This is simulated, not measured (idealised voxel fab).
process module | voxel self aligned vias
cross-section cut | 180 nm wide | cells 5 nm
A cross-section is a grid of square cells, given in bands from the top down. A band is one or more rows of cells.
Each band's line starts with the height of the band's top and of its bottom, in nm. Then come its materials from left to right, each with its width in nm. One material with "throughout" fills the band from edge to edge. "air" is empty space.
Height 0 is the level under which the wafer as received is all one material. The lowest band goes on downwards, as in "0 down".
A width such as "30 to 40" changes by the same amount from each row of cells to the next, from the band's top row to its bottom row.
"no change" after a step means that no cell of the cross-section changed.
closed voids: empty space of 8 cells or more with no open way to the top, each as width x height at its distance from the left edge, in nm
after a step's settings: what the simulator itself notes on the step
overlay nm, on a step with a mask: how far to the right of its planned place the mask lay; to the left if negative
Each pair below shows a cross-section before one step and the cross-section after it, down to the lowest band that changed. The line under each pair gives the step between them, with its settings. The pairs can come from different runs of this module on the same starting wafer, so a pair continues from the pair above only where its "before" says so.
before
  0 down: Si throughout
  closed voids: none
after
  10 to 0: SiO2 throughout
  below 0: unchanged
  closed voids: none
the step between: op CONFORMAL_DEP | material SiO2 | thk nm 10
before: the cross-section after the pair above
after
  15 to 10: SiCN throughout
  below 10: unchanged
  closed voids: none
the step between: op CONFORMAL_DEP | material SiCN | thk nm 5
before: the cross-section after the pair above
after
  35 to 15: SiO2 throughout
  below 15: unchanged
  closed voids: none
the step between: op DIRECTIONAL_DEP | material SiO2 | thk nm 20
before: the cross-section after the pair above
after
  35 to 15: SiO2 40 | air 25 | SiO2 45 | air 25 | SiO2 45
  below 15: unchanged
  closed voids: none
the step between: op MASKED_ETCH | tone open | mask id LINES | width nm 25 | pitch nm 70 | etch materials SiO2 | depth nm 20 | overlay nm 0
before: the cross-section after the pair above
after
  40 to 35: TiN 45 | air 15 | TiN 55 | air 15 | TiN 50
  35 to 20: SiO2 40 | TiN 5 | air 15 | TiN 5 | SiO2 45 | TiN 5 | air 15 | TiN 5 | SiO2 45
  20 to 15: SiO2 40 | TiN 25 | SiO2 45 | TiN 25 | SiO2 45
  below 15: unchanged
  closed voids: none
the step between: op CONFORMAL_DEP | material TiN | thk nm 5
before: the cross-section after the pair above
after
  50 to 40: W throughout
  40 to 35: TiN 45 | W 15 | TiN 55 | W 15 | TiN 50
  35 to 20: SiO2 40 | TiN 5 | W 15 | TiN 5 | SiO2 45 | TiN 5 | W 15 | TiN 5 | SiO2 45
  below 20: unchanged
  closed voids: none
the step between: op FILL_DEP | material W | thk nm 10
before: the cross-section after the pair above
after
  35 to 20: SiO2 40 | TiN 5 | W 15 | TiN 5 | SiO2 45 | TiN 5 | W 15 | TiN 5 | SiO2 45
  below 20: unchanged
  closed voids: none
the step between: op CMP | height nm 35
before: the cross-section after the pair above
after
  35 to 30: SiO2 40 | air 25 | SiO2 45 | air 25 | SiO2 45
  below 30: unchanged
  closed voids: none
the step between: op SELECTIVE_ETCH | etch materials W Ru TiN | depth nm 5
before: the cross-section after the pair above
after
  45 to 35: SiN throughout
  35 to 30: SiO2 40 | SiN 25 | SiO2 45 | SiN 25 | SiO2 45
  below 30: unchanged
  closed voids: none
the step between: op FILL_DEP | material SiN | thk nm 10
before: the cross-section after the pair above
after
  35 to 30: SiO2 40 | SiN 25 | SiO2 45 | SiN 25 | SiO2 45
  below 30: unchanged
  closed voids: none
the step between: op CMP | height nm 35
before: the cross-section after the pair above
after
  55 to 35: SiO2 throughout
  below 35: unchanged
  closed voids: none
the step between: op DIRECTIONAL_DEP | material SiO2 | thk nm 20
before: the cross-section after the pair above
after
  70 to 55: resist 30 | air 45 | resist 25 | air 45 | resist 35
  below 55: unchanged
  closed voids: none
the step between: op PATTERN | tone open | mask id VIAS | material resist | width nm 45 | pitch nm 70 | thk nm 15 | overlay nm 0
before: the cross-section after the pair above
after
  70 to 55: resist 30 | air 45 | resist 25 | air 45 | resist 35
  55 to 35: SiO2 30 | air 45 | SiO2 25 | air 45 | SiO2 35
  below 35: unchanged
  closed voids: none
the step between: op DIRECTIONAL_ETCH | etch materials SiO2 | depth nm 20
before: the cross-section after the pair above
after
  70 to 55: resist 30 | air 45 | resist 25 | air 45 | resist 35
  55 to 35: SiO2 30 | air 45 | SiO2 25 | air 45 | SiO2 35
  35 to 30: SiO2 40 | air 25 | SiO2 45 | air 25 | SiO2 45
  below 30: unchanged
  closed voids: none
the step between: op DIRECTIONAL_ETCH | etch materials SiN | depth nm 5
before: the cross-section after the pair above
after
  55 to 35: SiO2 30 | air 45 | SiO2 25 | air 45 | SiO2 35
  below 35: unchanged
  closed voids: none
the step between: op STRIP | etch materials resist
before: the cross-section after the pair above
after
  60 to 55: TiN 35 | air 35 | TiN 35 | air 35 | TiN 40
  55 to 40: SiO2 30 | TiN 5 | air 35 | TiN 5 | SiO2 25 | TiN 5 | air 35 | TiN 5 | SiO2 35
  40 to 35: SiO2 30 | TiN 15 | air 15 | TiN 15 | SiO2 25 | TiN 15 | air 15 | TiN 15 | SiO2 35
  35 to 30: SiO2 40 | TiN 25 | SiO2 45 | TiN 25 | SiO2 45
  below 30: unchanged
  closed voids: none
the step between: op CONFORMAL_DEP | material TiN | thk nm 5
before: the cross-section after the pair above
after
  70 to 60: Cu throughout
  60 to 55: TiN 35 | Cu 35 | TiN 35 | Cu 35 | TiN 40
  55 to 40: SiO2 30 | TiN 5 | Cu 35 | TiN 5 | SiO2 25 | TiN 5 | Cu 35 | TiN 5 | SiO2 35
  40 to 35: SiO2 30 | TiN 15 | Cu 15 | TiN 15 | SiO2 25 | TiN 15 | Cu 15 | TiN 15 | SiO2 35
  below 35: unchanged
  closed voids: none
the step between: op FILL_DEP | material Cu | thk nm 10
before: the cross-section after the pair above
after
  55 to 40: SiO2 30 | TiN 5 | Cu 35 | TiN 5 | SiO2 25 | TiN 5 | Cu 35 | TiN 5 | SiO2 35
  below 40: unchanged
  closed voids: none
the step between: op CMP | height nm 55
before: the cross-section after the pair above
after
  60 to 55: SiN throughout
  below 55: unchanged
  closed voids: none
the step between: op CONFORMAL_DEP | material SiN | thk nm 5
before
  10 to 0: SiO2 throughout
  0 down: Si throughout
  closed voids: none
after
  30 to 0: SiO2 throughout
  below 0: unchanged
  closed voids: none
the step between: op DIRECTIONAL_DEP | material SiO2 | thk nm 20
before: the cross-section after the pair above
after
  30 to 10: SiO2 40 | air 25 | SiO2 45 | air 25 | SiO2 45
  below 10: unchanged
  closed voids: none
the step between: op MASKED_ETCH | tone open | mask id LINES | width nm 25 | pitch nm 70 | etch materials SiO2 | depth nm 20 | overlay nm 0
before: the cross-section after the pair above
after
  35 to 30: TiN 45 | air 15 | TiN 55 | air 15 | TiN 50
  30 to 15: SiO2 40 | TiN 5 | air 15 | TiN 5 | SiO2 45 | TiN 5 | air 15 | TiN 5 | SiO2 45
  15 to 10: SiO2 40 | TiN 25 | SiO2 45 | TiN 25 | SiO2 45
  below 10: unchanged
  closed voids: none
the step between: op CONFORMAL_DEP | material TiN | thk nm 5
before: the cross-section after the pair above
after
  45 to 35: W throughout
  35 to 30: TiN 45 | W 15 | TiN 55 | W 15 | TiN 50
  30 to 15: SiO2 40 | TiN 5 | W 15 | TiN 5 | SiO2 45 | TiN 5 | W 15 | TiN 5 | SiO2 45
  below 15: unchanged
  closed voids: none
the step between: op FILL_DEP | material W | thk nm 10
before: the cross-section after the pair above
after
  35 to 30: TiN 45 | W 15 | TiN 55 | W 15 | TiN 50
  below 30: unchanged
  closed voids: none
the step between: op CMP | height nm 35
before: the cross-section after the pair above
after
  30 to 15: SiO2 40 | TiN 5 | W 15 | TiN 5 | SiO2 45 | TiN 5 | W 15 | TiN 5 | SiO2 45
  below 15: unchanged
  closed voids: none
the step between: op SELECTIVE_ETCH | etch materials W Ru TiN | depth nm 5
before: the cross-section after the pair above
after
  40 to 30: SiN throughout
  below 30: unchanged
  closed voids: none
the step between: op FILL_DEP | material SiN | thk nm 10
before: the cross-section after the pair above
after
  35 to 30: SiN throughout
  below 30: unchanged
  closed voids: none
the step between: op CMP | height nm 35
before: the cross-section after the pair above
after
  55 to 35: SiO2 throughout
  below 35: unchanged
  closed voids: none
the step between: op DIRECTIONAL_DEP | material SiO2 | thk nm 20
before: the cross-section after the pair above
after
  70 to 55: resist 30 | air 45 | resist 25 | air 45 | resist 35
  below 55: unchanged
  closed voids: none
the step between: op PATTERN | tone open | mask id VIAS | material resist | width nm 45 | pitch nm 70 | thk nm 15 | overlay nm 0
before: the cross-section after the pair above
after
  70 to 55: resist 30 | air 45 | resist 25 | air 45 | resist 35
  55 to 35: SiO2 30 | air 45 | SiO2 25 | air 45 | SiO2 35
  below 35: unchanged
  closed voids: none
the step between: op DIRECTIONAL_ETCH | etch materials SiO2 | depth nm 20
before: the cross-section after the pair above
after
  70 to 55: resist 30 | air 45 | resist 25 | air 45 | resist 35
  55 to 35: SiO2 30 | air 45 | SiO2 25 | air 45 | SiO2 35
  35 to 30: SiN 30 | air 45 | SiN 25 | air 45 | SiN 35
  below 30: unchanged
  closed voids: none
the step between: op DIRECTIONAL_ETCH | etch materials SiN | depth nm 5
before: the cross-section after the pair above
after
  55 to 35: SiO2 30 | air 45 | SiO2 25 | air 45 | SiO2 35
  below 35: unchanged
  closed voids: none
the step between: op STRIP | etch materials resist
before: the cross-section after the pair above
after
  60 to 55: TiN 35 | air 35 | TiN 35 | air 35 | TiN 40
  55 to 35: SiO2 30 | TiN 5 | air 35 | TiN 5 | SiO2 25 | TiN 5 | air 35 | TiN 5 | SiO2 35
  35 to 30: SiN 30 | TiN 45 | SiN 25 | TiN 45 | SiN 35
  below 30: unchanged
  closed voids: none
the step between: op CONFORMAL_DEP | material TiN | thk nm 5
before: the cross-section after the pair above
after
  70 to 60: Cu throughout
  60 to 55: TiN 35 | Cu 35 | TiN 35 | Cu 35 | TiN 40
  55 to 35: SiO2 30 | TiN 5 | Cu 35 | TiN 5 | SiO2 25 | TiN 5 | Cu 35 | TiN 5 | SiO2 35
  below 35: unchanged
  closed voids: none
the step between: op FILL_DEP | material Cu | thk nm 10
before: the cross-section after the pair above
after
  55 to 35: SiO2 30 | TiN 5 | Cu 35 | TiN 5 | SiO2 25 | TiN 5 | Cu 35 | TiN 5 | SiO2 35
  below 35: unchanged
  closed voids: none
the step between: op CMP | height nm 55
before: the cross-section after the pair above
after
  60 to 55: SiN throughout
  below 55: unchanged
  closed voids: none
the step between: op CONFORMAL_DEP | material SiN | thk nm 5
before
  70 to 55: resist 30 | air 45 | resist 25 | air 45 | resist 35
  55 to 35: SiO2 30 | air 45 | SiO2 25 | air 45 | SiO2 35
  35 to 30: SiO2 40 | SiN 25 | SiO2 45 | SiN 25 | SiO2 45
  30 to 20: SiO2 40 | TiN 5 | W 15 | TiN 5 | SiO2 45 | TiN 5 | W 15 | TiN 5 | SiO2 45
  20 to 15: SiO2 40 | TiN 25 | SiO2 45 | TiN 25 | SiO2 45
  15 to 10: SiCN throughout
  10 to 0: SiO2 throughout
  0 down: Si throughout
  closed voids: none
after
  70 to 55: resist 30 | air 45 | resist 25 | air 45 | resist 35
  55 to 35: SiO2 30 | air 45 | SiO2 25 | air 45 | SiO2 35
  35 to 30: SiO2 30 | air 10 | SiN 25 | air 10 | SiO2 25 | air 10 | SiN 25 | air 10 | SiO2 35
  30 to 20: SiO2 30 | air 10 | TiN 5 | W 15 | TiN 5 | air 10 | SiO2 25 | air 10 | TiN 5 | W 15 | TiN 5 | air 10 | SiO2 35
  20 to 15: SiO2 30 | air 10 | TiN 25 | air 10 | SiO2 25 | air 10 | TiN 25 | air 10 | SiO2 35
  below 15: unchanged
  closed voids: none
the step between: op DIRECTIONAL_ETCH | etch materials SiO2 | depth nm 20
before: the cross-section after the pair above
after
  70 to 55: resist 30 | air 45 | resist 25 | air 45 | resist 35
  55 to 30: SiO2 30 | air 45 | SiO2 25 | air 45 | SiO2 35
  below 30: unchanged
  closed voids: none
the step between: op DIRECTIONAL_ETCH | etch materials SiN | depth nm 5
before: the cross-section after the pair above
after
  55 to 30: SiO2 30 | air 45 | SiO2 25 | air 45 | SiO2 35
  below 30: unchanged
  closed voids: none
the step between: op STRIP | etch materials resist
before: the cross-section after the pair above
after
  60 to 55: TiN 35 | air 35 | TiN 35 | air 35 | TiN 40
  55 to 35: SiO2 30 | TiN 5 | air 35 | TiN 5 | SiO2 25 | TiN 5 | air 35 | TiN 5 | SiO2 35
  35 to 30: SiO2 30 | TiN 45 | SiO2 25 | TiN 45 | SiO2 35
  30 to 20: SiO2 30 | TiN 15 | W 15 | TiN 15 | SiO2 25 | TiN 15 | W 15 | TiN 15 | SiO2 35
  20 to 15: SiO2 30 | TiN 45 | SiO2 25 | TiN 45 | SiO2 35
  below 15: unchanged
  closed voids: none
the step between: op CONFORMAL_DEP | material TiN | thk nm 5
before: the cross-section after the pair above
after
  70 to 60: Cu throughout
  60 to 55: TiN 35 | Cu 35 | TiN 35 | Cu 35 | TiN 40
  55 to 35: SiO2 30 | TiN 5 | Cu 35 | TiN 5 | SiO2 25 | TiN 5 | Cu 35 | TiN 5 | SiO2 35
  below 35: unchanged
  closed voids: none
the step between: op FILL_DEP | material Cu | thk nm 10
before: the cross-section after the pair above
after
  55 to 35: SiO2 30 | TiN 5 | Cu 35 | TiN 5 | SiO2 25 | TiN 5 | Cu 35 | TiN 5 | SiO2 35
  below 35: unchanged
  closed voids: none
the step between: op CMP | height nm 55
before: the cross-section after the pair above
after
  60 to 55: SiN throughout
  below 55: unchanged
  closed voids: none
the step between: op CONFORMAL_DEP | material SiN | thk nm 5
before
  30 to 0: SiO2 throughout
  0 down: Si throughout
  closed voids: none
after
  35 to 30: SiCN throughout
  below 30: unchanged
  closed voids: none
the step between: op CONFORMAL_DEP | material SiCN | thk nm 5
before: the cross-section after the pair above
after
  40 to 35: TiN throughout
  below 35: unchanged
  closed voids: none
the step between: op CONFORMAL_DEP | material TiN | thk nm 5
before: the cross-section after the pair above
after
  50 to 40: W throughout
  below 40: unchanged
  closed voids: none
the step between: op FILL_DEP | material W | thk nm 10
before: the cross-section after the pair above
after
  35 to 30: SiCN throughout
  below 30: unchanged
  closed voids: none
the step between: op CMP | height nm 35
before: the cross-section after the pair above
after
  45 to 35: SiN throughout
  below 35: unchanged
  closed voids: none
the step between: op FILL_DEP | material SiN | thk nm 10
before: the cross-section after the pair above
after
  35 to 30: SiCN throughout
  below 30: unchanged
  closed voids: none
the step between: op CMP | height nm 35
before: the cross-section after the pair above
after
  55 to 35: SiO2 throughout
  below 35: unchanged
  closed voids: none
the step between: op DIRECTIONAL_DEP | material SiO2 | thk nm 20
before: the cross-section after the pair above
after
  70 to 55: resist 30 | air 45 | resist 25 | air 45 | resist 35
  below 55: unchanged
  closed voids: none
the step between: op PATTERN | tone open | mask id VIAS | material resist | width nm 45 | pitch nm 70 | thk nm 15 | overlay nm 0
before: the cross-section after the pair above
after
  70 to 55: resist 30 | air 45 | resist 25 | air 45 | resist 35
  55 to 35: SiO2 30 | air 45 | SiO2 25 | air 45 | SiO2 35
  below 35: unchanged
  closed voids: none
the step between: op DIRECTIONAL_ETCH | etch materials SiO2 | depth nm 20
before: the cross-section after the pair above
after
  55 to 35: SiO2 30 | air 45 | SiO2 25 | air 45 | SiO2 35
  below 35: unchanged
  closed voids: none
the step between: op STRIP | etch materials resist
before: the cross-section after the pair above
after
  60 to 55: TiN 35 | air 35 | TiN 35 | air 35 | TiN 40
  55 to 40: SiO2 30 | TiN 5 | air 35 | TiN 5 | SiO2 25 | TiN 5 | air 35 | TiN 5 | SiO2 35
  40 to 35: SiO2 30 | TiN 45 | SiO2 25 | TiN 45 | SiO2 35
  below 35: unchanged
  closed voids: none
the step between: op CONFORMAL_DEP | material TiN | thk nm 5
before: the cross-section after the pair above
after
  70 to 60: Cu throughout
  60 to 55: TiN 35 | Cu 35 | TiN 35 | Cu 35 | TiN 40
  55 to 40: SiO2 30 | TiN 5 | Cu 35 | TiN 5 | SiO2 25 | TiN 5 | Cu 35 | TiN 5 | SiO2 35
  below 40: unchanged
  closed voids: none
the step between: op FILL_DEP | material Cu | thk nm 10
before: the cross-section after the pair above
after
  55 to 40: SiO2 30 | TiN 5 | Cu 35 | TiN 5 | SiO2 25 | TiN 5 | Cu 35 | TiN 5 | SiO2 35
  below 40: unchanged
  closed voids: none
the step between: op CMP | height nm 55
before: the cross-section after the pair above
after
  60 to 55: SiN throughout
  below 55: unchanged
  closed voids: none
the step between: op CONFORMAL_DEP | material SiN | thk nm 5
before
  55 to 40: SiO2 30 | TiN 5 | Cu 35 | TiN 5 | SiO2 25 | TiN 5 | Cu 35 | TiN 5 | SiO2 35
  40 to 35: SiO2 30 | TiN 15 | Cu 15 | TiN 15 | SiO2 25 | TiN 15 | Cu 15 | TiN 15 | SiO2 35
  35 to 30: SiO2 40 | TiN 25 | SiO2 45 | TiN 25 | SiO2 45
  30 to 20: SiO2 40 | TiN 5 | W 15 | TiN 5 | SiO2 45 | TiN 5 | W 15 | TiN 5 | SiO2 45
  20 to 15: SiO2 40 | TiN 25 | SiO2 45 | TiN 25 | SiO2 45
  15 to 10: SiCN throughout
  10 to 0: SiO2 throughout
  0 down: Si throughout
  closed voids: none
after
  70 to 55: SiN throughout
  below 55: unchanged
  closed voids: none
the step between: op CONFORMAL_DEP | material SiN | thk nm 15
before
  35 to 15: SiO2 throughout
  15 to 10: SiCN throughout
  10 to 0: SiO2 throughout
  0 down: Si throughout
  closed voids: none
after
  35 to 15: SiO2 45 | air 20 | SiO2 50 | air 20 | SiO2 45
  below 15: unchanged
  closed voids: none
the step between: op MASKED_ETCH | tone open | mask id LINES | width nm 20 | pitch nm 70 | etch materials SiO2 | depth nm 20 | overlay nm 0
before: the cross-section after the pair above
after
  40 to 35: TiN 50 | air 10 | TiN 60 | air 10 | TiN 50
  35 to 20: SiO2 45 | TiN 5 | air 10 | TiN 5 | SiO2 50 | TiN 5 | air 10 | TiN 5 | SiO2 45
  20 to 15: SiO2 45 | TiN 20 | SiO2 50 | TiN 20 | SiO2 45
  below 15: unchanged
  closed voids: none
the step between: op CONFORMAL_DEP | material TiN | thk nm 5
before: the cross-section after the pair above
after
  50 to 40: W throughout
  40 to 35: TiN 50 | W 10 | TiN 60 | W 10 | TiN 50
  35 to 20: SiO2 45 | TiN 5 | W 10 | TiN 5 | SiO2 50 | TiN 5 | W 10 | TiN 5 | SiO2 45
  below 20: unchanged
  closed voids: none
the step between: op FILL_DEP | material W | thk nm 10
before: the cross-section after the pair above
after
  35 to 20: SiO2 45 | TiN 5 | W 10 | TiN 5 | SiO2 50 | TiN 5 | W 10 | TiN 5 | SiO2 45
  below 20: unchanged
  closed voids: none
the step between: op CMP | height nm 35
before: the cross-section after the pair above
after
  35 to 30: SiO2 45 | air 20 | SiO2 50 | air 20 | SiO2 45
  below 30: unchanged
  closed voids: none
the step between: op SELECTIVE_ETCH | etch materials W Ru TiN | depth nm 5
before: the cross-section after the pair above
after
  45 to 35: SiN throughout
  35 to 30: SiO2 45 | SiN 20 | SiO2 50 | SiN 20 | SiO2 45
  below 30: unchanged
  closed voids: none
the step between: op FILL_DEP | material SiN | thk nm 10
before: the cross-section after the pair above
after
  35 to 30: SiO2 45 | SiN 20 | SiO2 50 | SiN 20 | SiO2 45
  below 30: unchanged
  closed voids: none
the step between: op CMP | height nm 35
before: the cross-section after the pair above
after
  55 to 35: SiO2 throughout
  below 35: unchanged
  closed voids: none
the step between: op DIRECTIONAL_DEP | material SiO2 | thk nm 20
before: the cross-section after the pair above
after
  70 to 55: resist 30 | air 45 | resist 25 | air 45 | resist 35
  below 55: unchanged
  closed voids: none
the step between: op PATTERN | tone open | mask id VIAS | material resist | width nm 45 | pitch nm 70 | thk nm 15 | overlay nm 0
before: the cross-section after the pair above
after
  70 to 55: resist 30 | air 45 | resist 25 | air 45 | resist 35
  55 to 35: SiO2 30 | air 45 | SiO2 25 | air 45 | SiO2 35
  below 35: unchanged
  closed voids: none
the step between: op DIRECTIONAL_ETCH | etch materials SiO2 | depth nm 20
before: the cross-section after the pair above
after
  70 to 55: resist 30 | air 45 | resist 25 | air 45 | resist 35
  55 to 35: SiO2 30 | air 45 | SiO2 25 | air 45 | SiO2 35
  35 to 30: SiO2 45 | air 20 | SiO2 50 | air 20 | SiO2 45
  below 30: unchanged
  closed voids: none
the step between: op DIRECTIONAL_ETCH | etch materials SiN | depth nm 5
before: the cross-section after the pair above
after
  55 to 35: SiO2 30 | air 45 | SiO2 25 | air 45 | SiO2 35
  below 35: unchanged
  closed voids: none
the step between: op STRIP | etch materials resist
before: the cross-section after the pair above
after
  60 to 55: TiN 35 | air 35 | TiN 35 | air 35 | TiN 40
  55 to 40: SiO2 30 | TiN 5 | air 35 | TiN 5 | SiO2 25 | TiN 5 | air 35 | TiN 5 | SiO2 35
  40 to 35: SiO2 30 | TiN 20 | air 10 | TiN 15 | SiO2 25 | TiN 20 | air 10 | TiN 15 | SiO2 35
  35 to 30: SiO2 45 | TiN 20 | SiO2 50 | TiN 20 | SiO2 45
  below 30: unchanged
  closed voids: none
the step between: op CONFORMAL_DEP | material TiN | thk nm 5
before: the cross-section after the pair above
after
  70 to 60: Cu throughout
  60 to 55: TiN 35 | Cu 35 | TiN 35 | Cu 35 | TiN 40
  55 to 40: SiO2 30 | TiN 5 | Cu 35 | TiN 5 | SiO2 25 | TiN 5 | Cu 35 | TiN 5 | SiO2 35
  40 to 35: SiO2 30 | TiN 20 | Cu 10 | TiN 15 | SiO2 25 | TiN 20 | Cu 10 | TiN 15 | SiO2 35
  below 35: unchanged
  closed voids: none
the step between: op FILL_DEP | material Cu | thk nm 10
before: the cross-section after the pair above
after
  55 to 40: SiO2 30 | TiN 5 | Cu 35 | TiN 5 | SiO2 25 | TiN 5 | Cu 35 | TiN 5 | SiO2 35
  below 40: unchanged
  closed voids: none
the step between: op CMP | height nm 55
before: the cross-section after the pair above
after
  60 to 55: SiN throughout
  below 55: unchanged
  closed voids: none
the step between: op CONFORMAL_DEP | material SiN | thk nm 5
before
  35 to 15: SiO2 throughout
  15 to 10: SiCN throughout
  10 to 0: SiO2 throughout
  0 down: Si throughout
  closed voids: none
after
  35 to 15: SiO2 50 | air 25 | SiO2 45 | air 25 | SiO2 35
  below 15: unchanged
  closed voids: none
the step between: op MASKED_ETCH | tone open | mask id LINES | width nm 25 | pitch nm 70 | etch materials SiO2 | depth nm 20 | overlay nm 10
before: the cross-section after the pair above
after
  40 to 35: TiN 55 | air 15 | TiN 55 | air 15 | TiN 40
  35 to 20: SiO2 50 | TiN 5 | air 15 | TiN 5 | SiO2 45 | TiN 5 | air 15 | TiN 5 | SiO2 35
  20 to 15: SiO2 50 | TiN 25 | SiO2 45 | TiN 25 | SiO2 35
  below 15: unchanged
  closed voids: none
the step between: op CONFORMAL_DEP | material TiN | thk nm 5
before: the cross-section after the pair above
after
  50 to 40: W throughout
  40 to 35: TiN 55 | W 15 | TiN 55 | W 15 | TiN 40
  35 to 20: SiO2 50 | TiN 5 | W 15 | TiN 5 | SiO2 45 | TiN 5 | W 15 | TiN 5 | SiO2 35
  below 20: unchanged
  closed voids: none
the step between: op FILL_DEP | material W | thk nm 10
before: the cross-section after the pair above
after
  35 to 20: SiO2 50 | TiN 5 | W 15 | TiN 5 | SiO2 45 | TiN 5 | W 15 | TiN 5 | SiO2 35
  below 20: unchanged
  closed voids: none
the step between: op CMP | height nm 35
before: the cross-section after the pair above
after
  35 to 30: SiO2 50 | air 25 | SiO2 45 | air 25 | SiO2 35
  below 30: unchanged
  closed voids: none
the step between: op SELECTIVE_ETCH | etch materials W Ru TiN | depth nm 5
before: the cross-section after the pair above
after
  45 to 35: SiN throughout
  35 to 30: SiO2 50 | SiN 25 | SiO2 45 | SiN 25 | SiO2 35
  below 30: unchanged
  closed voids: none
the step between: op FILL_DEP | material SiN | thk nm 10
before: the cross-section after the pair above
after
  35 to 30: SiO2 50 | SiN 25 | SiO2 45 | SiN 25 | SiO2 35
  below 30: unchanged
  closed voids: none
the step between: op CMP | height nm 35
before: the cross-section after the pair above
after
  55 to 35: SiO2 throughout
  below 35: unchanged
  closed voids: none
the step between: op DIRECTIONAL_DEP | material SiO2 | thk nm 20
before: the cross-section after the pair above
after
  70 to 55: resist 30 | air 45 | resist 25 | air 45 | resist 35
  below 55: unchanged
  closed voids: none
the step between: op PATTERN | tone open | mask id VIAS | material resist | width nm 45 | pitch nm 70 | thk nm 15 | overlay nm 0
before: the cross-section after the pair above
after
  70 to 55: resist 30 | air 45 | resist 25 | air 45 | resist 35
  55 to 35: SiO2 30 | air 45 | SiO2 25 | air 45 | SiO2 35
  below 35: unchanged
  closed voids: none
the step between: op DIRECTIONAL_ETCH | etch materials SiO2 | depth nm 20
before: the cross-section after the pair above
after
  70 to 55: resist 30 | air 45 | resist 25 | air 45 | resist 35
  55 to 35: SiO2 30 | air 45 | SiO2 25 | air 45 | SiO2 35
  35 to 30: SiO2 50 | air 25 | SiO2 45 | air 25 | SiO2 35
  below 30: unchanged
  closed voids: none
the step between: op DIRECTIONAL_ETCH | etch materials SiN | depth nm 5
before: the cross-section after the pair above
after
  55 to 35: SiO2 30 | air 45 | SiO2 25 | air 45 | SiO2 35
  below 35: unchanged
  closed voids: none
the step between: op STRIP | etch materials resist
before: the cross-section after the pair above
after
  60 to 55: TiN 35 | air 35 | TiN 35 | air 35 | TiN 40
  55 to 40: SiO2 30 | TiN 5 | air 35 | TiN 5 | SiO2 25 | TiN 5 | air 35 | TiN 5 | SiO2 35
  40 to 35: SiO2 30 | TiN 25 | air 15 | TiN 5 | SiO2 25 | TiN 25 | air 15 | TiN 5 | SiO2 35
  35 to 30: SiO2 50 | TiN 25 | SiO2 45 | TiN 25 | SiO2 35
  below 30: unchanged
  closed voids: none
the step between: op CONFORMAL_DEP | material TiN | thk nm 5
before: the cross-section after the pair above
after
  70 to 60: Cu throughout
  60 to 55: TiN 35 | Cu 35 | TiN 35 | Cu 35 | TiN 40
  55 to 40: SiO2 30 | TiN 5 | Cu 35 | TiN 5 | SiO2 25 | TiN 5 | Cu 35 | TiN 5 | SiO2 35
  40 to 35: SiO2 30 | TiN 25 | Cu 15 | TiN 5 | SiO2 25 | TiN 25 | Cu 15 | TiN 5 | SiO2 35
  below 35: unchanged
  closed voids: none
the step between: op FILL_DEP | material Cu | thk nm 10
before: the cross-section after the pair above
after
  55 to 40: SiO2 30 | TiN 5 | Cu 35 | TiN 5 | SiO2 25 | TiN 5 | Cu 35 | TiN 5 | SiO2 35
  below 40: unchanged
  closed voids: none
the step between: op CMP | height nm 55
before: the cross-section after the pair above
after
  60 to 55: SiN throughout
  below 55: unchanged
  closed voids: none
the step between: op CONFORMAL_DEP | material SiN | thk nm 5
before
  55 to 35: SiO2 30 | air 45 | SiO2 25 | air 45 | SiO2 35
  35 to 30: SiO2 40 | air 25 | SiO2 45 | air 25 | SiO2 45
  30 to 20: SiO2 40 | TiN 5 | W 15 | TiN 5 | SiO2 45 | TiN 5 | W 15 | TiN 5 | SiO2 45
  20 to 15: SiO2 40 | TiN 25 | SiO2 45 | TiN 25 | SiO2 45
  15 to 10: SiCN throughout
  10 to 0: SiO2 throughout
  0 down: Si throughout
  closed voids: none
after
  60 to 55: SiN 35 | air 35 | SiN 35 | air 35 | SiN 40
  55 to 40: SiO2 30 | SiN 5 | air 35 | SiN 5 | SiO2 25 | SiN 5 | air 35 | SiN 5 | SiO2 35
  40 to 35: SiO2 30 | SiN 15 | air 15 | SiN 15 | SiO2 25 | SiN 15 | air 15 | SiN 15 | SiO2 35
  35 to 30: SiO2 40 | SiN 25 | SiO2 45 | SiN 25 | SiO2 45
  below 30: unchanged
  closed voids: none
the step between: op CONFORMAL_DEP | material SiN | thk nm 5
before: the cross-section after the pair above
after
  70 to 60: Cu throughout
  60 to 55: SiN 35 | Cu 35 | SiN 35 | Cu 35 | SiN 40
  55 to 40: SiO2 30 | SiN 5 | Cu 35 | SiN 5 | SiO2 25 | SiN 5 | Cu 35 | SiN 5 | SiO2 35
  40 to 35: SiO2 30 | SiN 15 | Cu 15 | SiN 15 | SiO2 25 | SiN 15 | Cu 15 | SiN 15 | SiO2 35
  below 35: unchanged
  closed voids: none
the step between: op FILL_DEP | material Cu | thk nm 10
before: the cross-section after the pair above
after
  55 to 40: SiO2 30 | SiN 5 | Cu 35 | SiN 5 | SiO2 25 | SiN 5 | Cu 35 | SiN 5 | SiO2 35
  below 40: unchanged
  closed voids: none
the step between: op CMP | height nm 55
before: the cross-section after the pair above
after
  60 to 55: SiN throughout
  below 55: unchanged
  closed voids: none
the step between: op CONFORMAL_DEP | material SiN | thk nm 5
before
  55 to 35: SiO2 throughout
  35 to 30: SiO2 40 | SiN 25 | SiO2 45 | SiN 25 | SiO2 45
  30 to 20: SiO2 40 | TiN 5 | W 15 | TiN 5 | SiO2 45 | TiN 5 | W 15 | TiN 5 | SiO2 45
  20 to 15: SiO2 40 | TiN 25 | SiO2 45 | TiN 25 | SiO2 45
  15 to 10: SiCN throughout
  10 to 0: SiO2 throughout
  0 down: Si throughout
  closed voids: none
after
  70 to 55: air 30 | resist 45 | air 25 | resist 45 | air 35
  below 55: unchanged
  closed voids: none
the step between: op PATTERN | tone cover | mask id VIAS | material resist | width nm 45 | pitch nm 70 | thk nm 15 | overlay nm 0
before: the cross-section after the pair above
after
  70 to 55: air 30 | resist 45 | air 25 | resist 45 | air 35
  55 to 35: air 30 | SiO2 45 | air 25 | SiO2 45 | air 35
  below 35: unchanged
  closed voids: none
the step between: op DIRECTIONAL_ETCH | etch materials SiO2 | depth nm 20
before: the cross-section after the pair above
after
  55 to 35: air 30 | SiO2 45 | air 25 | SiO2 45 | air 35
  below 35: unchanged
  closed voids: none
the step between: op STRIP | etch materials resist
before: the cross-section after the pair above
after
  60 to 55: air 25 | TiN 55 | air 15 | TiN 55 | air 30
  55 to 40: air 25 | TiN 5 | SiO2 45 | TiN 5 | air 15 | TiN 5 | SiO2 45 | TiN 5 | air 30
  40 to 35: TiN 30 | SiO2 45 | TiN 25 | SiO2 45 | TiN 35
  below 35: unchanged
  closed voids: none
the step between: op CONFORMAL_DEP | material TiN | thk nm 5
